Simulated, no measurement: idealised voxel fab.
Process module under the name voxel spacer lines
It is cross-section cut that appears here, measuring 265 nm in width, its square cells being 5 nm in size.
In this document a cross-section is written as a grid of square cells. It is given as a series of bands, listed from the top down, and a band is one or more rows of cells.
Top, bottom (nm), then materials left to right with widths (nm); lone material tagged "all across" fills the whole band edge to edge; "empty" = empty space.
It should be noted that heights are counted from 0, beneath which the wafer as supplied is of one material throughout, and that the lowest band possesses no lower boundary but continues downward, as written in "top 0, no bottom".
Width spec "30 to 40" -> top row of cells at first value, bottom row at second value, equal per-row change in between.
What does "no change occurred" mean for a step? It means no cell of the cross-section changed in that step.
Listed in "Enclosed void entries": every empty space of 8 or more cells without an open way to the top. Form: width x height at distance, the distance being from the left edge, all in nm.
Post-settings text on a step line: simulator's own remark regarding the step.
overlay nm: on a step with a mask, how far right of its planned place the mask lay; negative means left.

SET OUT BELOW ARE THE PLANNED STEPS OF THE PROCESS
1) RECEIVE, material Si
2) CONFORMAL_DEP, material SiO2, thk nm 5
3) DIRECTIONAL_DEP, material TiN, thk nm 20
4) DIRECTIONAL_DEP, material polySi, thk nm 25
5) PATTERN, tone cover, mask id MANDREL, material resist, width nm 15, pitch nm 60, thk nm 35, overlay nm 0
6) DIRECTIONAL_ETCH, etch materials polySi, depth nm 25
7) STRIP, etch materials resist
8) CONFORMAL_DEP, material SiN, thk nm 15
9) DIRECTIONAL_ETCH, etch materials SiN, depth nm 15
10) STRIP, etch materials polySi
11) DIRECTIONAL_ETCH, etch materials TiN, depth nm 20
12) STRIP, etch materials SiN

CROSS-SECTION OF THE WAFER AS IT CAME TO US, I.E., ALREADY THROUGH STEP 1
	top 0, no bottom = Si all across
	Enclosed void entries: none

STARTING STRUCTURE AND PROCESS PLAN ARE AS SHOWN ABOVE, BUT ONE MISTAKE WAS MADE IN RUNNING THE MODULE; THE WAFER CROSS-SECTION AT THE END OF THE MODULE FOLLOWS
	top 45, bottom 25 = 80 nm empty; 15 nm TiN; 15 nm empty; 15 nm TiN; 15 nm empty; 15 nm TiN; 15 nm empty; 15 nm TiN; 80 nm empty
	top 25, bottom 5 = TiN all across
	top 5, bottom 0 = SiO2 all across
	top 0, no bottom = Si all across
	Enclosed void entries: none
Nonconformance to the process plan: it should be noted that step 3 of the plan was executed twice
